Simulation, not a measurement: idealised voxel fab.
process module | voxel spacer lines
cross-section cut | 175 nm wide | cells 5 nm
A cross-section is a grid of square cells, given in bands from the top down. A band is one or more rows of cells.
Each band's line starts with the height of the band's top and of its bottom, in nm. Then come its materials from left to right, each with its width in nm. One material with "throughout" fills the band from edge to edge. "air" is empty space.
Height 0 is the level under which the wafer as received is all one material. The lowest band goes on downwards, as in "0 down".
A width such as "30 to 40" changes by the same amount from each row of cells to the next, from the band's top row to its bottom row.
"no change" after a step means that no cell of the cross-section changed.
closed voids: empty space of 8 cells or more with no open way to the top, each as width x height at its distance from the left edge, in nm
after a step's settings: what the simulator itself notes on the step
overlay nm, on a step with a mask: how far to the right of its planned place the mask lay; to the left if negative
plan
1 op RECEIVE | material Si
2 op CONFORMAL_DEP | material Al2O3 | thk nm 5
3 op DIRECTIONAL_DEP | material SiN | thk nm 15
4 op DIRECTIONAL_DEP | material aC | thk nm 25
5 op PATTERN | tone cover | mask id MANDREL | material resist | width nm 15 | pitch nm 50 | thk nm 30 | overlay nm 0
6 op DIRECTIONAL_ETCH | etch materials aC | depth nm 25
7 op STRIP | etch materials resist
8 op CONFORMAL_DEP | material SiO2 | thk nm 10
9 op DIRECTIONAL_ETCH | etch materials SiO2 | depth nm 10
10 op STRIP | etch materials aC
11 op DIRECTIONAL_ETCH | etch materials SiN | depth nm 15
12 op STRIP | etch materials SiO2
as received, after step 1
  0 down: Si throughout
  closed voids: none
a wafer at the end: this start, this plan, one mistake
  20 to 5: air 15 | SiN 10 | air 25 | SiN 10 | air 5 | SiN 10 | air 25 | SiN 10 | air 5 | SiN 10 | air 25 | SiN 10 | air 15
  5 to 0: Al2O3 throughout
  0 down: Si throughout
  closed voids: none
what went wrong: step 5 ran as: op PATTERN | tone cover | mask id MANDREL | material resist | width nm 25 | pitch nm 50 | thk nm 30 | overlay nm 0
